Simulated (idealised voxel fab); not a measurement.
Process module, titled voxel capacitor over wiring
290 nm wide, 5 nm square cells: that's cross-section cut.
Cross-section spec: square-cell grid; bands listed top down; each band is one or more rows. The entry gives the band's vertical extent as a top height and a bottom height in nm, then its horizontal make-up as materials from left to right, each with a width in nm. "empty" stands for empty space; a single material marked "throughout" fills the band edge to edge. The reference from which all heights are counted is 0, the level beneath which the as-received wafer is entirely one material; the lowest band, having no lower bound, proceeds downward and is written after the example "0 and below". So if you see something like "30->40" for the width, read it as the top row of the band sitting at the first number and the bottom row at the second, with every row in between moving by the same amount as the last. "same as before" after a step means that no cell of the cross-section changed. "Enclosed voids" - sealed voids, min. 8 cells, no opening to top; format: width x height at distance (distance from left edge; nm throughout). Post-settings text on a step line: simulator's own remark regarding the step. You can add "overlay nm" to a step's line. For a step with a mask, it describes how far the mask lay to the right of its planned position, and a negative number describes a lay to the left.
STEPS IN THE PROCESS PLAN
1) RECEIVE [material Si]
2) CONFORMAL_DEP [material SiO2] [thk nm 10]
3) CONFORMAL_DEP [material SiCN] [thk nm 5]
4) DIRECTIONAL_DEP [material lowk] [thk nm 15]
5) MASKED_ETCH [tone open] [mask id METAL_1] [width nm 30] [pitch nm 100] [etch materials lowk] [depth nm 15] [overlay nm 0]
6) MASKED_ETCH [tone open] [mask id METAL_1] [width nm 30] [pitch nm 100] [etch materials SiCN] [depth nm 5] [overlay nm 0]
7) CONFORMAL_DEP [material TiN] [thk nm 5]
8) FILL_DEP [material Ru] [thk nm 10]
9) CMP [height nm 30]
10) CONFORMAL_DEP [material SiCN] [thk nm 5]
11) DIRECTIONAL_DEP [material lowk] [thk nm 15]
12) DIRECTIONAL_DEP [material aC] [thk nm 15]
13) PATTERN [tone open] [mask id PLUG_1] [material resist] [width nm 15] [thk nm 30] [overlay nm 0]
14) DIRECTIONAL_ETCH [etch materials aC] [depth nm 15]
15) STRIP [etch materials resist]
16) DIRECTIONAL_ETCH [etch materials lowk] [depth nm 15]
17) DIRECTIONAL_ETCH [etch materials SiCN] [depth nm 5]
18) STRIP [etch materials aC]
19) EPI [material Ru] [thk nm 10]
20) EPI [material Ru] [thk nm 10]
21) DIRECTIONAL_DEP [material TiN] [thk nm 5]
22) DIRECTIONAL_DEP [material Al2O3] [thk nm 5]
23) DIRECTIONAL_DEP [material TiN] [thk nm 10]
24) MASKED_ETCH [tone cover] [mask id UPPER_PLATE] [width nm 75] [etch materials TiN] [depth nm 10] [overlay nm 0]
25) MASKED_ETCH [tone cover] [mask id UPPER_PLATE] [width nm 75] [etch materials Al2O3] [depth nm 5] [overlay nm 0]
26) DIRECTIONAL_DEP [material aC] [thk nm 15]
27) PATTERN [tone cover] [mask id LOWER_PLATE] [material resist] [width nm 85] [thk nm 35] [overlay nm 0]
28) DIRECTIONAL_ETCH [etch materials aC] [depth nm 15]
29) STRIP [etch materials resist]
30) DIRECTIONAL_ETCH [etch materials TiN] [depth nm 5]
31) STRIP [etch materials aC]
32) FILL_DEP [material SiO2] [thk nm 15]
33) CMP [height nm 80]
34) PATTERN [tone open] [mask id PLUG_2] [material resist] [width nm 15] [thk nm 15] [overlay nm 0]
35) DIRECTIONAL_ETCH [etch materials SiO2] [depth nm 10]
36) STRIP [etch materials resist]
37) CONFORMAL_DEP [material TiN] [thk nm 5]
38) FILL_DEP [material Cu] [thk nm 10]
39) CMP [height nm 80]
40) CONFORMAL_DEP [material SiN] [thk nm 5]
CROSS-SECTION OF THE WAFER AS IT CAME TO US, I.E., ALREADY THROUGH STEP 1
- 0 and below: Si throughout
- Enclosed voids: none
WAFER CROSS-SECTION AT MODULE END: FIRST OF TWO, RUN TO PLAN
- 85 down to 80: SiN throughout
- 80 down to 75: 105 nm SiO2  5 nm TiN  5 nm Cu  5 nm TiN  170 nm SiO2
- 75 down to 70: 105 nm SiO2  15 nm TiN  170 nm SiO2
- 70 down to 60: 95 nm SiO2  75 nm TiN  120 nm SiO2
- 60 down to 55: 95 nm SiO2  75 nm Al2O3  120 nm SiO2
- 55 down to 50: 90 nm SiO2  85 nm TiN  115 nm SiO2
- 50 down to 35: 95 nm lowk  15 nm Ru  180 nm lowk
- 35 down to 30: 95 nm SiCN  15 nm Ru  180 nm SiCN
- 30 down to 15: 80 nm lowk  5 nm TiN  20 nm Ru  5 nm TiN  70 nm lowk  5 nm TiN  20 nm Ru  5 nm TiN  80 nm lowk
- 15 down to 10: 80 nm SiCN  30 nm TiN  70 nm SiCN  30 nm TiN  80 nm SiCN
- 10 down to 0: SiO2 throughout
- 0 and below: Si throughout
- Enclosed voids: none
SO THIS IS WAFER NUMBER TWO OF THE TWO, CUT AT THE END OF THE MODULE - IT STARTED WHERE THE FIRST DID AND HAD THE SAME PLAN, WE JUST GOT ONE THING WRONG RUNNING IT
- 85 down to 80: SiN throughout
- 80 down to 75: 105 nm SiO2  5 nm TiN  5 nm Cu  5 nm TiN  170 nm SiO2
- 75 down to 70: 105 nm SiO2  15 nm TiN  170 nm SiO2
- 70 down to 60: 95 nm SiO2  75 nm TiN  120 nm SiO2
- 60 down to 55: 95 nm SiO2  75 nm Al2O3  120 nm SiO2
- 55 down to 50: 95 nm SiO2  85 nm TiN  110 nm SiO2
- 50 down to 35: 95 nm lowk  15 nm Ru  180 nm lowk
- 35 down to 30: 95 nm SiCN  15 nm Ru  180 nm SiCN
- 30 down to 15: 80 nm lowk  5 nm TiN  20 nm Ru  5 nm TiN  70 nm lowk  5 nm TiN  20 nm Ru  5 nm TiN  80 nm lowk
- 15 down to 10: 80 nm SiCN  30 nm TiN  70 nm SiCN  30 nm TiN  80 nm SiCN
- 10 down to 0: SiO2 throughout
- 0 and below: Si throughout
- Enclosed voids: none
It is concluded that the wafer was processed incorrectly with respect to the plan, in that step 27: run off-plan, actual operation and settings PATTERN [tone cover] [mask id LOWER_PLATE] [material resist] [width nm 85] [thk nm 35] [overlay nm 5]
Matching per-material cell counts, mismatched positions: that is how the second wafer compares with the first at the end.
